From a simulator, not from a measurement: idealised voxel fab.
The process module that follows is named voxel capacitor over wiring.
This is section cut - it's 205 nm across, gridded in 5 nm square cells.
Cross-section, as written here: a square-cell grid given band by band from the top down, where a band holds one or more rows of cells. Quick guide to a band line: top height, bottom height (nm) up front; then every material left to right with its width in nm. Only one material and it's marked "full width"? Then it fills the band edge to edge. And "blank" just means empty space. Heights are measured from 0, the level below which the as-received wafer is all one material; the lowest band has no bottom and continues downward, written as in "0 and below". With a width like "30..40", each row of cells in the band differs from the next by the same amount, the top row carrying the first number and the bottom row the second. A step reported as "same as before" is a step in which no cell of the cross-section changed. Enclosed voids (no open way to top), threshold 8 cells or more, entry "Internal closed voids", notation width x height at distance, distance from left edge, nm. On each step's line, the part that comes after the settings is the simulator's own comment on the step. overlay nm: where the mask lay relative to plan, measured to the right, on steps with a mask; negatives go left.

## Steps planned for the process
- 1: RECEIVE (material Si)
- 2: CONFORMAL_DEP (material SiO2; thk nm 10)
- 3: CONFORMAL_DEP (material SiCN; thk nm 5)
- 4: DIRECTIONAL_DEP (material lowk; thk nm 25)
- 5: MASKED_ETCH (tone open; mask id METAL_1; width nm 25; pitch nm 90; etch materials lowk; depth nm 25; overlay nm 0)
- 6: MASKED_ETCH (tone open; mask id METAL_1; width nm 25; pitch nm 90; etch materials SiCN; depth nm 5; overlay nm 0)
- 7: CONFORMAL_DEP (material TiN; thk nm 5)
- 8: FILL_DEP (material Cu; thk nm 5)
- 9: CMP (height nm 40)
- 10: CONFORMAL_DEP (material SiCN; thk nm 5)
- 11: DIRECTIONAL_DEP (material lowk; thk nm 10)
- 12: MASKED_ETCH (tone open; mask id PLUG_1; width nm 15; etch materials lowk; depth nm 10; overlay nm 0)
- 13: MASKED_ETCH (tone open; mask id PLUG_1; width nm 15; etch materials SiCN; depth nm 5; overlay nm 0)
- 14: CONFORMAL_DEP (material TiN; thk nm 5)
- 15: FILL_DEP (material Ru; thk nm 5)
- 16: CMP (height nm 55)
- 17: DIRECTIONAL_DEP (material TiN; thk nm 10)
- 18: DIRECTIONAL_DEP (material SiN; thk nm 5)
- 19: DIRECTIONAL_DEP (material TiN; thk nm 10)
- 20: PATTERN (tone cover; mask id UPPER_PLATE; material resist; width nm 70; thk nm 15; overlay nm 0)
- 21: DIRECTIONAL_ETCH (etch materials TiN; depth nm 10)
- 22: DIRECTIONAL_ETCH (etch materials SiN; depth nm 5)
- 23: STRIP (etch materials resist)
- 24: PATTERN (tone cover; mask id LOWER_PLATE; material resist; width nm 80; thk nm 20; overlay nm 0)
- 25: DIRECTIONAL_ETCH (etch materials TiN; depth nm 10)
- 26: STRIP (etch materials resist)
- 27: FILL_DEP (material SiO2; thk nm 20)
- 28: CMP (height nm 95)
- 29: PATTERN (tone open; mask id PLUG_2; material resist; width nm 15; thk nm 20; overlay nm 0)
- 30: DIRECTIONAL_ETCH (etch materials SiO2; depth nm 15)
- 31: STRIP (etch materials resist)
- 32: CONFORMAL_DEP (material TiN; thk nm 5)
- 33: FILL_DEP (material Ru; thk nm 10)
- 34: CMP (height nm 95)
- 35: CONFORMAL_DEP (material SiN; thk nm 5)

## On the first of the two wafers: run conducted according to plan

## Cross-sectional view of the wafer in its as-received condition, corresponding to the state after step 1
  0 and below  Si full width
  Internal closed voids: none

## Once step 2 is through, the wafer looks like this in cross-section
  10 down to 0  SiO2 full width
  Heights below 0 show no change.

## Once step 3 is through, the wafer looks like this in cross-section
  15 down to 10  SiCN full width
  Heights below 10 show no change.

## Once step 4 is through, the wafer looks like this in cross-section
  40 down to 15  lowk full width
  Heights below 15 show no change.

## Once step 5 is through, the wafer looks like this in cross-section
  40 down to 15  lowk=45, then blank=25, then lowk=65, then blank=25, then lowk=45
  Heights below 15 show no change.

## Once step 6 is through, the wafer looks like this in cross-section
  40 down to 15  lowk=45, then blank=25, then lowk=65, then blank=25, then lowk=45
  15 down to 10  SiCN=45, then blank=25, then SiCN=65, then blank=25, then SiCN=45
  Heights below 10 show no change.

## Once step 7 is through, the wafer looks like this in cross-section
  45 down to 40  TiN=50, then blank=15, then TiN=75, then blank=15, then TiN=50
  40 down to 15  lowk=45, then TiN=5, then blank=15, then TiN=5, then lowk=65, then TiN=5, then blank=15, then TiN=5, then lowk=45
  15 down to 10  SiCN=45, then TiN=25, then SiCN=65, then TiN=25, then SiCN=45
  Heights below 10 show no change.

## Once step 8 is through, the wafer looks like this in cross-section
  50 down to 45  Cu full width
  45 down to 40  TiN=50, then Cu=15, then TiN=75, then Cu=15, then TiN=50
  40 down to 15  lowk=45, then TiN=5, then Cu=15, then TiN=5, then lowk=65, then TiN=5, then Cu=15, then TiN=5, then lowk=45
  Heights below 15 show no change.

## Once step 9 is through, the wafer looks like this in cross-section
  40 down to 15  lowk=45, then TiN=5, then Cu=15, then TiN=5, then lowk=65, then TiN=5, then Cu=15, then TiN=5, then lowk=45
  Heights below 15 show no change.

## Once step 10 is through, the wafer looks like this in cross-section
  45 down to 40  SiCN full width
  Heights below 40 show no change.

## Once step 11 is through, the wafer looks like this in cross-section
  55 down to 45  lowk full width
  Heights below 45 show no change.

## Once step 12 is through, the wafer looks like this in cross-section
  55 down to 45  lowk=55, then blank=15, then lowk=135
  Heights below 45 show no change.

## Once step 13 is through, the wafer looks like this in cross-section
  55 down to 45  lowk=55, then blank=15, then lowk=135
  45 down to 40  SiCN=55, then blank=15, then SiCN=135
  Heights below 40 show no change.

## Once step 14 is through, the wafer looks like this in cross-section
  60 down to 55  TiN=60, then blank=5, then TiN=140
  55 down to 45  lowk=55, then TiN=5, then blank=5, then TiN=5, then lowk=135
  45 down to 40  SiCN=55, then TiN=15, then SiCN=135
  Heights below 40 show no change.

## Once step 15 is through, the wafer looks like this in cross-section
  65 down to 60  Ru full width
  60 down to 55  TiN=60, then Ru=5, then TiN=140
  55 down to 45  lowk=55, then TiN=5, then Ru=5, then TiN=5, then lowk=135
  Heights below 45 show no change.

## Once step 16 is through, the wafer looks like this in cross-section
  55 down to 45  lowk=55, then TiN=5, then Ru=5, then TiN=5, then lowk=135
  Heights below 45 show no change.

## Once step 17 is through, the wafer looks like this in cross-section
  65 down to 55  TiN full width
  Heights below 55 show no change.

## Once step 18 is through, the wafer looks like this in cross-section
  70 down to 65  SiN full width
  Heights below 65 show no change.

## Once step 19 is through, the wafer looks like this in cross-section
  80 down to 70  TiN full width
  Heights below 70 show no change.

## Once step 20 is through, the wafer looks like this in cross-section
  95 down to 80  blank=55, then resist=70, then blank=80
  Heights below 80 show no change.

## Once step 21 is through, the wafer looks like this in cross-section
  95 down to 80  blank=55, then resist=70, then blank=80
  80 down to 70  blank=55, then TiN=70, then blank=80
  Heights below 70 show no change.

## Once step 22 is through, the wafer looks like this in cross-section
  95 down to 80  blank=55, then resist=70, then blank=80
  80 down to 70  blank=55, then TiN=70, then blank=80
  70 down to 65  blank=55, then SiN=70, then blank=80
  Heights below 65 show no change.

## Once step 23 is through, the wafer looks like this in cross-section
  80 down to 70  blank=55, then TiN=70, then blank=80
  Heights below 70 show no change.

## Once step 24 is through, the wafer looks like this in cross-section
  100 down to 80  blank=50, then resist=80, then blank=75
  80 down to 70  blank=50, then resist=5, then TiN=70, then resist=5, then blank=75
  70 down to 65  blank=50, then resist=5, then SiN=70, then resist=5, then blank=75
  Heights below 65 show no change.

## Once step 25 is through, the wafer looks like this in cross-section
  100 down to 80  blank=50, then resist=80, then blank=75
  80 down to 70  blank=50, then resist=5, then TiN=70, then resist=5, then blank=75
  70 down to 65  blank=50, then resist=5, then SiN=70, then resist=5, then blank=75
  65 down to 55  blank=50, then TiN=80, then blank=75
  Heights below 55 show no change.

## Once step 26 is through, the wafer looks like this in cross-section
  80 down to 70  blank=55, then TiN=70, then blank=80
  70 down to 65  blank=55, then SiN=70, then blank=80
  Heights below 65 show no change.

## Once step 27 is through, the wafer looks like this in cross-section
  100 down to 80  SiO2 full width
  80 down to 70  SiO2=55, then TiN=70, then SiO2=80
  70 down to 65  SiO2=55, then SiN=70, then SiO2=80
  65 down to 55  SiO2=50, then TiN=80, then SiO2=75
  Heights below 55 show no change.

## Once step 28 is through, the wafer looks like this in cross-section
  95 down to 80  SiO2 full width
  Heights below 80 show no change.

## Once step 29 is through, the wafer looks like this in cross-section
  115 down to 95  resist=65, then blank=15, then resist=125
  Heights below 95 show no change.

## Once step 30 is through, the wafer looks like this in cross-section
  115 down to 95  resist=65, then blank=15, then resist=125
  95 down to 80  SiO2=65, then blank=15, then SiO2=125
  Heights below 80 show no change.

## Once step 31 is through, the wafer looks like this in cross-section
  95 down to 80  SiO2=65, then blank=15, then SiO2=125
  Heights below 80 show no change.

## Once step 32 is through, the wafer looks like this in cross-section
  100 down to 95  TiN=70, then blank=5, then TiN=130
  95 down to 85  SiO2=65, then TiN=5, then blank=5, then TiN=5, then SiO2=125
  85 down to 80  SiO2=65, then TiN=15, then SiO2=125
  Heights below 80 show no change.

## Once step 33 is through, the wafer looks like this in cross-section
  110 down to 100  Ru full width
  100 down to 95  TiN=70, then Ru=5, then TiN=130
  95 down to 85  SiO2=65, then TiN=5, then Ru=5, then TiN=5, then SiO2=125
  Heights below 85 show no change.

## Once step 34 is through, the wafer looks like this in cross-section
  95 down to 85  SiO2=65, then TiN=5, then Ru=5, then TiN=5, then SiO2=125
  Heights below 85 show no change.

## Once step 35 is through, the wafer looks like this in cross-section
  100 down to 95  SiN full width
  Heights below 95 show no change.

## For the second wafer, take the first wafer's start and plan, then add one mistake made in running it; everything through step 16, that step included, is shared with the first

## Cross-section of the second wafer corresponding to the planned conclusion of step 17
  65 down to 55  SiN full width
  Heights below 55 show no change.

## Cross-section of the second wafer corresponding to the planned conclusion of step 18
  70 down to 55  SiN full width
  Heights below 55 show no change.

## Cross-section of the second wafer corresponding to the planned conclusion of step 19
  80 down to 70  TiN full width
  Heights below 70 show no change.

## Cross-section of the second wafer corresponding to the planned conclusion of step 20
  95 down to 80  blank=55, then resist=70, then blank=80
  Heights below 80 show no change.

## Cross-section of the second wafer corresponding to the planned conclusion of step 21
  95 down to 80  blank=55, then resist=70, then blank=80
  80 down to 70  blank=55, then TiN=70, then blank=80
  Heights below 70 show no change.

## Cross-section of the second wafer corresponding to the planned conclusion of step 22
  95 down to 80  blank=55, then resist=70, then blank=80
  80 down to 70  blank=55, then TiN=70, then blank=80
  70 down to 65  blank=55, then SiN=70, then blank=80
  Heights below 65 show no change.

## Cross-section of the second wafer corresponding to the planned conclusion of step 23
  80 down to 70  blank=55, then TiN=70, then blank=80
  Heights below 70 show no change.

## Cross-section of the second wafer corresponding to the planned conclusion of step 24
  100 down to 80  blank=50, then resist=80, then blank=75
  80 down to 70  blank=50, then resist=5, then TiN=70, then resist=5, then blank=75
  70 down to 65  blank=50, then resist=5, then SiN=70, then resist=5, then blank=75
  Heights below 65 show no change.

Cross-section of the second wafer corresponding to the planned conclusion of step 25: same as before

## Cross-section of the second wafer corresponding to the planned conclusion of step 26
  80 down to 70  blank=55, then TiN=70, then blank=80
  70 down to 65  blank=55, then SiN=70, then blank=80
  Heights below 65 show no change.

## Cross-section of the second wafer corresponding to the planned conclusion of step 27
  100 down to 80  SiO2 full width
  80 down to 70  SiO2=55, then TiN=70, then SiO2=80
  70 down to 65  SiO2=55, then SiN=70, then SiO2=80
  Heights below 65 show no change.

## Cross-section of the second wafer corresponding to the planned conclusion of step 28
  95 down to 80  SiO2 full width
  Heights below 80 show no change.

## Cross-section of the second wafer corresponding to the planned conclusion of step 29
  115 down to 95  resist=65, then blank=15, then resist=125
  Heights below 95 show no change.

## Cross-section of the second wafer corresponding to the planned conclusion of step 30
  115 down to 95  resist=65, then blank=15, then resist=125
  95 down to 80  SiO2=65, then blank=15, then SiO2=125
  Heights below 80 show no change.

## Cross-section of the second wafer corresponding to the planned conclusion of step 31
  95 down to 80  SiO2=65, then blank=15, then SiO2=125
  Heights below 80 show no change.

## Cross-section of the second wafer corresponding to the planned conclusion of step 32
  100 down to 95  TiN=70, then blank=5, then TiN=130
  95 down to 85  SiO2=65, then TiN=5, then blank=5, then TiN=5, then SiO2=125
  85 down to 80  SiO2=65, then TiN=15, then SiO2=125
  Heights below 80 show no change.

## Cross-section of the second wafer corresponding to the planned conclusion of step 33
  110 down to 100  Ru full width
  100 down to 95  TiN=70, then Ru=5, then TiN=130
  95 down to 85  SiO2=65, then TiN=5, then Ru=5, then TiN=5, then SiO2=125
  Heights below 85 show no change.

## Cross-section of the second wafer corresponding to the planned conclusion of step 34
  95 down to 85  SiO2=65, then TiN=5, then Ru=5, then TiN=5, then SiO2=125
  Heights below 85 show no change.

## Cross-section of the second wafer corresponding to the planned conclusion of step 35
  100 down to 95  SiN full width
  Heights below 95 show no change.
In executing the process, a mistake was made relative to the plan: note that step 17 departed from the planned setting and was carried out as DIRECTIONAL_DEP (material SiN; thk nm 10)
Upon completion, the second wafer contains, in terms of cells, a greater or smaller amount of certain materials than the first wafer: SiN: 82 more | SiO2: 50 fewer | TiN: 32 fewer
